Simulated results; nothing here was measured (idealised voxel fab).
process module | voxel ribs on slabs
cross-section cut | 190 nm wide | cells 5 nm
A cross-section is a grid of square cells, given in bands from the top down. A band is one or more rows of cells.
Each band's line starts with the height of the band's top and of its bottom, in nm. Then come its materials from left to right, each with its width in nm. One material with "throughout" fills the band from edge to edge. "air" is empty space.
Height 0 is the level under which the wafer as received is all one material. The lowest band goes on downwards, as in "0 down".
A width such as "30 to 40" changes by the same amount from each row of cells to the next, from the band's top row to its bottom row.
"no change" after a step means that no cell of the cross-section changed.
closed voids: empty space of 8 cells or more with no open way to the top, each as width x height at its distance from the left edge, in nm
after a step's settings: what the simulator itself notes on the step
overlay nm, on a step with a mask: how far to the right of its planned place the mask lay; to the left if negative
plan
1 op RECEIVE | material Si
2 op DIRECTIONAL_DEP | material SiO2 | thk nm 30
3 op DIRECTIONAL_DEP | material polySi | thk nm 20
4 op DIRECTIONAL_DEP | material aC | thk nm 10
5 op PATTERN | tone cover | mask id RIB | material resist | width nm 30 | thk nm 30 | overlay nm 0
6 op DIRECTIONAL_ETCH | etch materials aC | depth nm 10
7 op STRIP | etch materials resist
8 op DIRECTIONAL_ETCH | etch materials polySi | depth nm 5
9 op STRIP | etch materials aC
10 op DIRECTIONAL_DEP | material aC | thk nm 10
11 op PATTERN | tone cover | mask id SLAB | material resist | width nm 80 | thk nm 25 | overlay nm 0
12 op DIRECTIONAL_ETCH | etch materials aC | depth nm 10
13 op STRIP | etch materials resist
14 op DIRECTIONAL_ETCH | etch materials polySi | depth nm 15
15 op STRIP | etch materials aC
16 op FILL_DEP | material SiO2 | thk nm 30
17 op CMP | height nm 70
18 op DIRECTIONAL_DEP | material TiN | thk nm 5
19 op PATTERN | tone cover | mask id HEATER | material resist | width nm 40 | thk nm 20 | overlay nm 0
20 op DIRECTIONAL_ETCH | etch materials TiN | depth nm 5
21 op STRIP | etch materials resist
22 op CONFORMAL_DEP | material SiO2 | thk nm 10
as received, after step 1
  0 down: Si throughout
  closed voids: none
a wafer at the end: this start, this plan, one mistake
  85 to 80: air 65 | SiO2 60 | air 65
  80 to 75: SiO2 throughout
  75 to 70: SiO2 75 | TiN 40 | SiO2 75
  70 to 20: SiO2 throughout
  20 to 0: polySi throughout
  0 down: Si throughout
  closed voids: none
what went wrong: steps 2 and 3 were swapped
